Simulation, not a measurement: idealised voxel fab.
Documented hereafter: the process module known as voxel lift off.
The width of the displayed cross-section, cut, is 255 nm; its cells are square, with a size of 5 nm.
Notation: cross-section as square-cell grid; stated in bands, top first, going down; one or more cell rows per band. Top height, bottom height, nm. Materials left to right, width each, nm. Single material + "all across" = fills band edge to edge. "blank" = empty. Heights are expressed relative to 0, this being the level below which the as-received wafer comprises one material exclusively. The lowest band is unbounded in the downward direction and is denoted as in "0 and below". Width: "30 to 40" (first number = top row, second number = bottom row, same change from row to row of cells). Where the words "no change" appear for a step, the cross-section shows no cell changed by that step; every cell remained as before. The entry "Sealed-off cavities" lists the empty spaces that cover at least 8 cells and have no open path to the top. Each is written as width x height at distance, where the distance is measured from the left edge and all three values are in nm. On each step's line, the part that comes after the settings is the simulator's own comment on the step. When a step includes a mask, the "overlay nm" setting on its line states how far to the right of its planned place that mask lay, and negative values state how far to the left.

SET OUT BELOW ARE THE PLANNED STEPS OF THE PROCESS
step 1: RECEIVE with material Si
step 2: CONFORMAL_DEP with material SiO2, thk nm 15
step 3: PATTERN with tone open, mask id LINES, material resist, width nm 20, pitch nm 50, thk nm 20, overlay nm 0
step 4: DIRECTIONAL_DEP with material Ru, thk nm 10
step 5: STRIP with etch materials resist
step 6: CONFORMAL_DEP with material SiO2, thk nm 5

WAFER CROSS-SECTION ON RECEIPT, I.E. AFTER STEP 1
* 0 and below  Si all across
* Sealed-off cavities: none

THE FIRST OF THE TWO WAFERS AS SEEN IN CROSS-SECTION ONCE THE MODULE WAS FINISHED; PROCESSING FOLLOWED THE PLAN
* 30 down to 25  blank: 35 / SiO2: 30 / blank: 20 / SiO2: 30 / blank: 20 / SiO2: 30 / blank: 20 / SiO2: 30 / blank: 40
* 25 down to 20  blank: 35 / SiO2: 5 / Ru: 20 / SiO2: 5 / blank: 20 / SiO2: 5 / Ru: 20 / SiO2: 5 / blank: 20 / SiO2: 5 / Ru: 20 / SiO2: 5 / blank: 20 / SiO2: 5 / Ru: 20 / SiO2: 5 / blank: 40
* 20 down to 15  SiO2: 40 / Ru: 20 / SiO2: 30 / Ru: 20 / SiO2: 30 / Ru: 20 / SiO2: 30 / Ru: 20 / SiO2: 45
* 15 down to 0  SiO2 all across
* 0 and below  Si all across
* Sealed-off cavities: none

CROSS-SECTIONAL IMAGE OF THE SECOND WAFER OF THE TWO FOLLOWING COMPLETION OF THE MODULE. STARTING STATE AND PROCESS PLAN WERE THE SAME AS FOR THE FIRST WAFER; ONE EXECUTION ERROR OCCURRED
* 30 down to 25  blank: 25 / SiO2: 30 / blank: 20 / SiO2: 30 / blank: 20 / SiO2: 30 / blank: 20 / SiO2: 30 / blank: 50
* 25 down to 20  blank: 25 / SiO2: 5 / Ru: 20 / SiO2: 5 / blank: 20 / SiO2: 5 / Ru: 20 / SiO2: 5 / blank: 20 / SiO2: 5 / Ru: 20 / SiO2: 5 / blank: 20 / SiO2: 5 / Ru: 20 / SiO2: 5 / blank: 50
* 20 down to 15  SiO2: 30 / Ru: 20 / SiO2: 30 / Ru: 20 / SiO2: 30 / Ru: 20 / SiO2: 30 / Ru: 20 / SiO2: 55
* 15 down to 0  SiO2 all across
* 0 and below  Si all across
* Sealed-off cavities: none
Misprocessing identified: contrary to plan, step 3 was performed as PATTERN with tone open, mask id LINES, material resist, width nm 20, pitch nm 50, thk nm 20, overlay nm -10
The two final wafers agree on how many cells each material fills and disagree on which cells those are.
